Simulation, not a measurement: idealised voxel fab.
The process module presented herein is designated voxel spacer lines.
Section cut is 265 nm wide and gridded with 5 nm square cells.
Just so we're on the same page, the cross-sections are grids of square cells, and they're listed out in bands top to bottom, each band one or more rows deep. Basically the band line says how high the top is and how high the bottom is, in nm, and then what's in it from left to right, every material with its width in nm. Empty space shows up as "air", and if a single material carries "edge to edge" it runs the full band edge to edge. Heads up on the height convention: 0 is the point under which the incoming wafer is all one material, and the lowest band has no bottom, it just keeps going down, like "top 0, no bottom". Read "30 to 40" as a graded width: first number on top, second number at the bottom, same change between each pair of neighbouring rows. "identical to before" (step): cross-section cells unchanged, all of them. Closed empty spaces (no open way to the top) of 8 cells or more are what "Closed void entries" lists, each as width x height at distance from the left edge, nm for all three. On a step's line, text after the settings is the simulator commenting on that step. "overlay nm" denotes, for a step that has a mask, the displacement of the mask to the right of its planned place, with negative values corresponding to the left.
The process steps that were planned are listed below
1. RECEIVE with material Si
2. CONFORMAL_DEP with material SiO2, thk nm 10
3. DIRECTIONAL_DEP with material polySi, thk nm 20
4. DIRECTIONAL_DEP with material aC, thk nm 20
5. PATTERN with tone cover, mask id MANDREL, material resist, width nm 20, pitch nm 60, thk nm 30, overlay nm 0
6. DIRECTIONAL_ETCH with etch materials aC, depth nm 20
7. STRIP with etch materials resist
8. CONFORMAL_DEP with material SiN, thk nm 10
9. DIRECTIONAL_ETCH with etch materials SiN, depth nm 10
10. STRIP with etch materials aC
11. DIRECTIONAL_ETCH with etch materials polySi, depth nm 20
12. STRIP with etch materials SiN
13. FILL_DEP with material SiO2, thk nm 5
14. CMP with height nm 30
The cross-section here shows the wafer as received, i.e. in its state after step 1
- top 0, no bottom  Si edge to edge
- Closed void entries: none
What the wafer looks like in cross-section after this module, when it starts as shown above and follows the plan above but one mistake is made in running it
- top 30, bottom 20  SiO2 edge to edge
- top 20, bottom 0  polySi edge to edge
- top 0, no bottom  Si edge to edge
- Closed void entries: none
So what did we get wrong on this run? steps 2 and 3 were swapped
